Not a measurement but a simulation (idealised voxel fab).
Name of the process module below: voxel trench capacitor
The cross-section on display is named cut; it measures 265 nm wide, and its cells are 5 nm squares.
For the purposes of this document, a cross-section shall be understood as a grid of square cells, specified as bands listed in top-to-bottom order, each band consisting of one or more rows of cells.
Basically the band line says how high the top is and how high the bottom is, in nm, and then what's in it from left to right, every material with its width in nm. Empty space shows up as "blank", and if a single material carries "throughout" it runs the full band edge to edge.
Height datum 0, below which the as-received substrate wafer is one material. Lowest band open at the bottom, running downward: "0 down".
Read "30->40" as a graded width: first number on top, second number at the bottom, same change between each pair of neighbouring rows.
Given "remains unaltered" for a step, no cell of the cross-section differs between before and after that step.
Entry "Closed void catalog". Content: empty spaces with no open connection to the top, size 8 cells or greater. Each: width x height at distance. Distance: from left edge. Unit: nm.
Read whatever lies past the settings on a step's line as the simulator's own remark about the step.
Each step line may optionally specify "overlay nm", which for a step with a mask gives the rightward distance between the mask's planned place and where it lay, a negative value indicating the leftward direction.

### Steps in the process plan
1: op RECEIVE | material Si
2: op CONFORMAL_DEP | material SiN | thk nm 5
3: op MASKED_ETCH | tone open | mask id TRENCH | width nm 30 | pitch nm 55 | etch materials SiN | depth nm 5 | overlay nm 0
4: op MASKED_ETCH | tone open | mask id TRENCH | width nm 30 | pitch nm 55 | etch materials Si | depth nm 25 | overlay nm 0
5: op CONFORMAL_DEP | material HfO2 | thk nm 5
6: op CONFORMAL_DEP | material TiN | thk nm 5
7: op FILL_DEP | material W | thk nm 5
8: op CMP | height nm -5
Wafers differ in height nm at step 8; plan lists the first wafer's value; identical starting state.

### As-received cross-section, first of several wafers, post step 1
	0 down  Si throughout
	Closed void catalog: none

### each wafer at the end: cells of each material gained (+) or lost (-) since it was received, then its closed voids
height nm -5; +36 HfO2; -125 Si; +24 TiN; +12 W; Closed void catalog: none
height nm 0; +42 HfO2; -90 Si; +30 TiN; +18 W; Closed void catalog: none
height nm 5; +48 HfO2; -90 Si; +35 SiN; +36 TiN; +24 W; Closed void catalog: none
height nm 10; +89 HfO2; -90 Si; +35 SiN; +42 TiN; +30 W; Closed void catalog: none
height nm 15; +89 HfO2; -90 Si; +35 SiN; +89 TiN; +36 W; Closed void catalog: none
height nm 20; +89 HfO2; -90 Si; +35 SiN; +89 TiN; +89 W; Closed void catalog: none
